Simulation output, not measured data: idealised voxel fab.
Process module heading - voxel plated lines
Cross-section cut: width 215 nm, square cells of 5 nm.
If you're reading a cross-section in this doc, picture square cells in a grid; it comes to you as bands, top ones listed first down to the bottom, and a band can be one or more rows of cells. It is stipulated that each band's entry specify, in nanometres, the height of the top of the band and then that of its bottom, followed by the materials of the band in left-to-right sequence, each together with its width in nanometres. A single material marked by the word "everywhere" is understood to fill the band from edge to edge; the word "blank" is understood to denote empty space. We count height from 0. Below that, the starting wafer is all one material. The lowest band never ends at the bottom but goes on down; see "top 0, no bottom" for how that is written. A width such as "30..40" changes by the same amount from each row of cells to the next, from the band's top row to its bottom row. Take "same as before" at face value: in the step it is given for, the cross-section changed in none of its cells. Basically, "Enclosed voids" tells you about the enclosed voids: empty spaces with no open way to the top, 8 cells or bigger, each written width x height at distance, where distance is from the left edge, all in nm. Anything after a step's settings on that line? It's the simulator's own note about the step. For masked steps, "overlay nm" on the step line gives how far right of plan the mask actually lay; a minus sign means it lay to the left.

## Below is the list of planned process steps
1: RECEIVE: material Si
2: CONFORMAL_DEP: material SiN, thk nm 10
3: DIRECTIONAL_DEP: material TiN, thk nm 5
4: PATTERN: tone open, mask id LINES, material resist, width nm 25, pitch nm 45, thk nm 40, overlay nm 0
5: EPI: material Ru, thk nm 10
6: EPI: material Ru, thk nm 10
7: EPI: material Ru, thk nm 10
8: STRIP: etch materials resist
9: DIRECTIONAL_ETCH: etch materials TiN, depth nm 5
10: CONFORMAL_DEP: material SiCN, thk nm 10

## The first wafer of two, processed as planned

## As-received state of the wafer in cross-section, equivalent to post-step 1
- top 0, no bottom | Si everywhere
- Enclosed voids: none

## State of the wafer after step 2, shown in cross-section
- top 10, bottom 0 | SiN everywhere
- Lower than 0, everything is as it was.

## State of the wafer after step 3, shown in cross-section
- top 15, bottom 10 | TiN everywhere
- Lower than 10, everything is as it was.

## State of the wafer after step 4, shown in cross-section
- top 55, bottom 15 | 50 nm resist  25 nm blank  20 nm resist  25 nm blank  20 nm resist  25 nm blank  50 nm resist
- Lower than 15, everything is as it was.

## State of the wafer after step 5, shown in cross-section
- top 55, bottom 25 | 50 nm resist  25 nm blank  20 nm resist  25 nm blank  20 nm resist  25 nm blank  50 nm resist
- top 25, bottom 15 | 50 nm resist  25 nm Ru  20 nm resist  25 nm Ru  20 nm resist  25 nm Ru  50 nm resist
- Lower than 15, everything is as it was.

## State of the wafer after step 6, shown in cross-section
- top 55, bottom 35 | 50 nm resist  25 nm blank  20 nm resist  25 nm blank  20 nm resist  25 nm blank  50 nm resist
- top 35, bottom 15 | 50 nm resist  25 nm Ru  20 nm resist  25 nm Ru  20 nm resist  25 nm Ru  50 nm resist
- Lower than 15, everything is as it was.

## State of the wafer after step 7, shown in cross-section
- top 55, bottom 45 | 50 nm resist  25 nm blank  20 nm resist  25 nm blank  20 nm resist  25 nm blank  50 nm resist
- top 45, bottom 15 | 50 nm resist  25 nm Ru  20 nm resist  25 nm Ru  20 nm resist  25 nm Ru  50 nm resist
- Lower than 15, everything is as it was.

## State of the wafer after step 8, shown in cross-section
- top 45, bottom 15 | 50 nm blank  25 nm Ru  20 nm blank  25 nm Ru  20 nm blank  25 nm Ru  50 nm blank
- Lower than 15, everything is as it was.

## State of the wafer after step 9, shown in cross-section
- top 45, bottom 15 | 50 nm blank  25 nm Ru  20 nm blank  25 nm Ru  20 nm blank  25 nm Ru  50 nm blank
- top 15, bottom 10 | 50 nm blank  25 nm TiN  20 nm blank  25 nm TiN  20 nm blank  25 nm TiN  50 nm blank
- Lower than 10, everything is as it was.

## State of the wafer after step 10, shown in cross-section
- top 55, bottom 45 | 40 nm blank  135 nm SiCN  40 nm blank
- top 45, bottom 20 | 40 nm blank  10 nm SiCN  25 nm Ru  20 nm SiCN  25 nm Ru  20 nm SiCN  25 nm Ru  10 nm SiCN  40 nm blank
- top 20, bottom 15 | 50 nm SiCN  25 nm Ru  20 nm SiCN  25 nm Ru  20 nm SiCN  25 nm Ru  50 nm SiCN
- top 15, bottom 10 | 50 nm SiCN  25 nm TiN  20 nm SiCN  25 nm TiN  20 nm SiCN  25 nm TiN  50 nm SiCN
- Lower than 10, everything is as it was.

## It is to be noted that the second wafer proceeded from the same initial state and according to the same plan as the first, although one mistake was committed in its execution; through step 3, inclusive, the two wafers share an identical history

## Cross-sectional representation of the second wafer at the time designated in the plan for the completion of step 4
- top 55, bottom 15 | 55 nm resist  20 nm blank  25 nm resist  20 nm blank  25 nm resist  20 nm blank  50 nm resist
- Lower than 15, everything is as it was.

## Cross-sectional representation of the second wafer at the time designated in the plan for the completion of step 5
- top 55, bottom 25 | 55 nm resist  20 nm blank  25 nm resist  20 nm blank  25 nm resist  20 nm blank  50 nm resist
- top 25, bottom 15 | 55 nm resist  20 nm Ru  25 nm resist  20 nm Ru  25 nm resist  20 nm Ru  50 nm resist
- Lower than 15, everything is as it was.

## Cross-sectional representation of the second wafer at the time designated in the plan for the completion of step 6
- top 55, bottom 35 | 55 nm resist  20 nm blank  25 nm resist  20 nm blank  25 nm resist  20 nm blank  50 nm resist
- top 35, bottom 15 | 55 nm resist  20 nm Ru  25 nm resist  20 nm Ru  25 nm resist  20 nm Ru  50 nm resist
- Lower than 15, everything is as it was.

## Cross-sectional representation of the second wafer at the time designated in the plan for the completion of step 7
- top 55, bottom 45 | 55 nm resist  20 nm blank  25 nm resist  20 nm blank  25 nm resist  20 nm blank  50 nm resist
- top 45, bottom 15 | 55 nm resist  20 nm Ru  25 nm resist  20 nm Ru  25 nm resist  20 nm Ru  50 nm resist
- Lower than 15, everything is as it was.

## Cross-sectional representation of the second wafer at the time designated in the plan for the completion of step 8
- top 45, bottom 15 | 55 nm blank  20 nm Ru  25 nm blank  20 nm Ru  25 nm blank  20 nm Ru  50 nm blank
- Lower than 15, everything is as it was.

## Cross-sectional representation of the second wafer at the time designated in the plan for the completion of step 9
- top 45, bottom 15 | 55 nm blank  20 nm Ru  25 nm blank  20 nm Ru  25 nm blank  20 nm Ru  50 nm blank
- top 15, bottom 10 | 55 nm blank  20 nm TiN  25 nm blank  20 nm TiN  25 nm blank  20 nm TiN  50 nm blank
- Lower than 10, everything is as it was.

## Cross-sectional representation of the second wafer at the time designated in the plan for the completion of step 10
- top 55, bottom 45 | 45 nm blank  40 nm SiCN  5 nm blank  40 nm SiCN  5 nm blank  40 nm SiCN  40 nm blank
- top 45, bottom 20 | 45 nm blank  10 nm SiCN  20 nm Ru  10 nm SiCN  5 nm blank  10 nm SiCN  20 nm Ru  10 nm SiCN  5 nm blank  10 nm SiCN  20 nm Ru  10 nm SiCN  40 nm blank
- top 20, bottom 15 | 55 nm SiCN  20 nm Ru  25 nm SiCN  20 nm Ru  25 nm SiCN  20 nm Ru  50 nm SiCN
- top 15, bottom 10 | 55 nm SiCN  20 nm TiN  25 nm SiCN  20 nm TiN  25 nm SiCN  20 nm TiN  50 nm SiCN
- Lower than 10, everything is as it was.
Here's what went sideways: step 4 was processed under conditions differing from the plan, specifically as PATTERN: tone open, mask id LINES, material resist, width nm 20, pitch nm 45, thk nm 40, overlay nm 0
Per the end-of-run cell counts, the second wafer holds more or fewer of some materials than the first: Ru: 18 fewer; TiN: 3 fewer
